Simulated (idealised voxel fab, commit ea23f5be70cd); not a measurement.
process module | voxel fin reveal
cross-section cut | 220 nm wide | cells 5 nm
A cross-section is a grid of square cells, given in bands from the top down. A band is one or more rows of cells.
Each band's line starts with the height of the band's top and of its bottom, in nm. Then come its materials from left to right, each with its width in nm. One material with "throughout" fills the band from edge to edge. "air" is empty space.
Height 0 is the level under which the wafer as received is all one material. The lowest band goes on downwards, as in "0 down".
A width such as "30 to 40" changes by the same amount from each row of cells to the next, from the band's top row to its bottom row.
"no change" after a step means that no cell of the cross-section changed.
closed voids: empty space of 8 cells or more with no open way to the top, each as width x height at its distance from the left edge, in nm
after a step's settings: what the simulator itself notes on the step
overlay nm, on a step with a mask: how far to the right of its planned place the mask lay; to the left if negative
plan
1 op RECEIVE | material Si
2 op CONFORMAL_DEP | material SiN | thk nm 10
3 op MASKED_ETCH | tone cover | mask id FINS | width nm 15 | pitch nm 45 | etch materials SiN | depth nm 10 | overlay nm 0
4 op MASKED_ETCH | tone cover | mask id FINS | width nm 15 | pitch nm 45 | etch materials Si | depth nm 35 | overlay nm 0
5 op OXIDIZE | depth nm 5
6 op FILL_DEP | material SiO2 | thk nm 10
7 op CMP | height nm 10
8 op SELECTIVE_ETCH | etch materials SiO2 | depth nm 35
9 op STRIP | etch materials SiN
as received, after step 1
  0 down: Si throughout
  closed voids: none
a wafer at the end: this start, this plan, one mistake
  0 to -5: Si 75 | air 25 | Si 20 | air 25 | Si 75
  -5 down: Si throughout
  closed voids: none
what went wrong: step 3 ran as: op MASKED_ETCH | tone open | mask id FINS | width nm 15 | pitch nm 45 | etch materials SiN | depth nm 10 | overlay nm 0
